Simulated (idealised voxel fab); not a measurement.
The document below concerns the process module designated voxel capacitor over wiring.
The cross-section on display is named cut; it measures 265 nm wide, and its cells are 5 nm squares.
If you're reading a cross-section in this doc, picture square cells in a grid; it comes to you as bands, top ones listed first down to the bottom, and a band can be one or more rows of cells. Band entry format. Leading values: height of top, height of bottom, nm. Remainder: materials in left-to-right order, each with its width in nm. Special words: "all across" on a single material, which then fills the band edge to edge; "blank", empty space. Note: height 0 marks the level under which the wafer is uniformly one material as received. Lowest band unbounded below, written "0..down". Graded width ("30..40"): value in top row of band = first number; value in bottom row = second number; row-to-row change constant. Where a step carries "everything unchanged", the cross-section came out of it unchanged, cell for cell. Closed-off voids of 8+ cells (no open route to the top) go in "Closed internal cavities", written width x height at distance from the left edge, in nm. On a step's line, text after the settings is the simulator commenting on that step. overlay nm: where the mask lay relative to plan, measured to the right, on steps with a mask; negatives go left.

# Process steps (planned)
| 1 | RECEIVE,material Si |
| 2 | CONFORMAL_DEP,material SiO2,thk nm 15 |
| 3 | DIRECTIONAL_DEP,material TiN,thk nm 5 |
| 4 | DIRECTIONAL_DEP,material W,thk nm 15 |
| 5 | PATTERN,tone cover,mask id METAL_1,material resist,width nm 25,pitch nm 80,thk nm 15,overlay nm 0 |
| 6 | DIRECTIONAL_ETCH,etch materials W,depth nm 15 |
| 7 | DIRECTIONAL_ETCH,etch materials TiN,depth nm 5 |
| 8 | STRIP,etch materials resist |
| 9 | CONFORMAL_DEP,material SiCN,thk nm 5 |
| 10 | FILL_DEP,material lowk,thk nm 5 |
| 11 | CMP,height nm 35 |
| 12 | CONFORMAL_DEP,material SiCN,thk nm 5 |
| 13 | DIRECTIONAL_DEP,material lowk,thk nm 20 |
| 14 | PATTERN,tone open,mask id PLUG_1,material resist,width nm 15,thk nm 15,overlay nm 0 |
| 15 | DIRECTIONAL_ETCH,etch materials lowk,depth nm 10 |
| 16 | DIRECTIONAL_ETCH,etch materials SiCN,depth nm 5 |
| 17 | STRIP,etch materials resist |
| 18 | CONFORMAL_DEP,material TiN,thk nm 5 |
| 19 | FILL_DEP,material W,thk nm 5 |
| 20 | CMP,height nm 60 |
| 21 | DIRECTIONAL_DEP,material TiN,thk nm 5 |
| 22 | DIRECTIONAL_DEP,material HfO2,thk nm 5 |
| 23 | DIRECTIONAL_DEP,material TiN,thk nm 5 |
| 24 | PATTERN,tone cover,mask id UPPER_PLATE,material resist,width nm 60,thk nm 15,overlay nm 0 |
| 25 | DIRECTIONAL_ETCH,etch materials TiN,depth nm 5 |
| 26 | DIRECTIONAL_ETCH,etch materials HfO2,depth nm 5 |
| 27 | STRIP,etch materials resist |
| 28 | PATTERN,tone cover,mask id LOWER_PLATE,material resist,width nm 70,thk nm 15,overlay nm 0 |
| 29 | DIRECTIONAL_ETCH,etch materials TiN,depth nm 5 |
| 30 | STRIP,etch materials resist |
| 31 | FILL_DEP,material SiO2,thk nm 15 |
| 32 | CMP,height nm 85 |
| 33 | DIRECTIONAL_DEP,material aC,thk nm 10 |
| 34 | PATTERN,tone open,mask id PLUG_2,material resist,width nm 15,thk nm 30,overlay nm 0 |
| 35 | DIRECTIONAL_ETCH,etch materials aC,depth nm 10 |
| 36 | STRIP,etch materials resist |
| 37 | DIRECTIONAL_ETCH,etch materials SiO2,depth nm 10 |
| 38 | STRIP,etch materials aC |
| 39 | CONFORMAL_DEP,material TiN,thk nm 5 |
| 40 | FILL_DEP,material Ru,thk nm 10 |
| 41 | CMP,height nm 85 |
| 42 | CONFORMAL_DEP,material SiCN,thk nm 5 |
Be aware that, although all wafers share a common starting state, the depth nm at step 15 differs among them, and the plan displays the first wafer's value.

# Cross-section of the first of several wafers on receipt, reflecting completion of step 1
> 0..down  Si all across
> Closed internal cavities: none

# Take any row and you have a wafer at the end of the module: how many cells of each material it has gained (+) or lost (-) since it was received, and then its closed voids
depth nm 10, +12 HfO2, +1 Ru, +161 SiCN, +380 SiO2, +46 TiN, +31 W, +323 lowk, Closed internal cavities: none
depth nm 15, +12 HfO2, +1 Ru, +161 SiCN, +380 SiO2, +48 TiN, +32 W, +320 lowk, Closed internal cavities: none
depth nm 20, +12 HfO2, +1 Ru, +158 SiCN, +380 SiO2, +52 TiN, +34 W, +317 lowk, Closed internal cavities: none
depth nm 25, +12 HfO2, +1 Ru, +158 SiCN, +380 SiO2, +52 TiN, +34 W, +317 lowk, Closed internal cavities: none
depth nm 30, +12 HfO2, +1 Ru, +158 SiCN, +380 SiO2, +52 TiN, +34 W, +317 lowk, Closed internal cavities: none
depth nm 35, +12 HfO2, +1 Ru, +158 SiCN, +380 SiO2, +52 TiN, +34 W, +317 lowk, Closed internal cavities: none
